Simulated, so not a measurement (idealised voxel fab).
The following process module bears the name voxel released beams.
Cross-sectional view cut (width: 280 nm; square cell size: 5 nm).
How to read a cross-section here: the picture is a grid of square cells, written as bands going from the top down, and any band can span one or more rows of cells.
A band entry consists of two parts. The first gives the height of the band's top and the height of its bottom, in nm. The rest lists the band's materials from left to right, each with its width in nm. A single material labelled with the word "everywhere" fills the band from edge to edge, and the word "air" marks empty space.
Heights from 0 (as-received wafer is one material below). Bottom band endless downward, as "0 and below".
Per-row width for "30..40": begins at first number (top row of band), ends at second number (bottom row), increment between rows held constant.
Take "remains unaltered" at face value: in the step it is given for, the cross-section changed in none of its cells.
"Closed void register" - sealed voids, min. 8 cells, no opening to top; format: width x height at distance (distance from left edge; nm throughout).
On a step's line, text after the settings is the simulator commenting on that step.
"overlay nm", when on a step's line for a step with a mask, measures how far to the right of its planned place the mask lay; a negative measure means to the left.
### Steps in the process plan
1) RECEIVE [material Si]
2) CONFORMAL_DEP [material SiN] [thk nm 10]
3) DIRECTIONAL_DEP [material SiO2] [thk nm 15]
4) MASKED_ETCH [tone open] [mask id ANCHOR] [width nm 40] [etch materials SiO2] [depth nm 15] [overlay nm 0]
5) CONFORMAL_DEP [material W] [thk nm 15]
6) DIRECTIONAL_DEP [material aC] [thk nm 10]
7) PATTERN [tone cover] [mask id BEAM] [material resist] [width nm 120] [thk nm 25] [overlay nm 0]
8) DIRECTIONAL_ETCH [etch materials aC] [depth nm 10]
9) STRIP [etch materials resist]
10) DIRECTIONAL_ETCH [etch materials W] [depth nm 15]
11) STRIP [etch materials aC]
12) STRIP [etch materials SiO2]
### As-received wafer cross-section (after step 1)
0 and below = Si everywhere
Closed void register: none
### Cross-section at module end, one run error; start and plan unchanged from above
40 down to 25 = air 75 nm | W 120 nm | air 85 nm
25 down to 15 = SiN everywhere
15 down to 0 = SiO2 everywhere
0 and below = Si everywhere
Closed void register: none
Here's what went sideways: the executed order of steps 2 and 3 is the reverse of that specified in the plan, each step having taken the other's position
